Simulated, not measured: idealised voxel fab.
process module | voxel trench capacitor
cross-section cut | 280 nm wide | cells 5 nm
A cross-section is a grid of square cells, given in bands from the top down. A band is one or more rows of cells.
Each band's line starts with the height of the band's top and of its bottom, in nm. Then come its materials from left to right, each with its width in nm. One material with "throughout" fills the band from edge to edge. "air" is empty space.
Height 0 is the level under which the wafer as received is all one material. The lowest band goes on downwards, as in "0 down".
A width such as "30 to 40" changes by the same amount from each row of cells to the next, from the band's top row to its bottom row.
"no change" after a step means that no cell of the cross-section changed.
closed voids: empty space of 8 cells or more with no open way to the top, each as width x height at its distance from the left edge, in nm
after a step's settings: what the simulator itself notes on the step
overlay nm, on a step with a mask: how far to the right of its planned place the mask lay; to the left if negative
plan
1 op RECEIVE | material Si
2 op CONFORMAL_DEP | material SiN | thk nm 10
3 op MASKED_ETCH | tone open | mask id TRENCH | width nm 25 | pitch nm 55 | etch materials SiN | depth nm 5 | overlay nm 0
4 op MASKED_ETCH | tone open | mask id TRENCH | width nm 25 | pitch nm 55 | etch materials Si | depth nm 30 | overlay nm 0
5 op CONFORMAL_DEP | material SiO2 | thk nm 5
6 op FILL_DEP | material polySi | thk nm 5
7 op CMP | height nm 10
varied across the wafers: depth nm of step 3. The plan shows the first wafer's value. All wafers start alike
first wafer as received, after step 1
  0 down: Si throughout
  closed voids: none
first wafer at the end, after step 7
  10 to 5: SiN 45 | SiO2 25 | SiN 30 | SiO2 25 | SiN 30 | SiO2 25 | SiN 30 | SiO2 25 | SiN 45
  5 to 0: SiN throughout
  0 down: Si throughout
  closed voids: none
last wafer at the end
  10 to 0: SiN 45 | SiO2 5 | polySi 15 | SiO2 5 | SiN 30 | SiO2 5 | polySi 15 | SiO2 5 | SiN 30 | SiO2 5 | polySi 15 | SiO2 5 | SiN 30 | SiO2 5 | polySi 15 | SiO2 5 | SiN 45
  0 to -25: Si 45 | SiO2 5 | polySi 15 | SiO2 5 | Si 30 | SiO2 5 | polySi 15 | SiO2 5 | Si 30 | SiO2 5 | polySi 15 | SiO2 5 | Si 30 | SiO2 5 | polySi 15 | SiO2 5 | Si 45
  -25 to -30: Si 45 | SiO2 25 | Si 30 | SiO2 25 | Si 30 | SiO2 25 | Si 30 | SiO2 25 | Si 45
  -30 down: Si throughout
  closed voids: none
each wafer at the end: cells of each material gained (+) or lost (-) since it was received, then its closed voids
depth nm 5 | +92 SiN | +20 SiO2 | closed voids: none
depth nm 10 | -120 Si | +72 SiN | +76 SiO2 | +84 polySi | closed voids: none
depth nm 15 | -120 Si | +72 SiN | +76 SiO2 | +84 polySi | closed voids: none
depth nm 20 | -120 Si | +72 SiN | +76 SiO2 | +84 polySi | closed voids: none
depth nm 25 | -120 Si | +72 SiN | +76 SiO2 | +84 polySi | closed voids: none
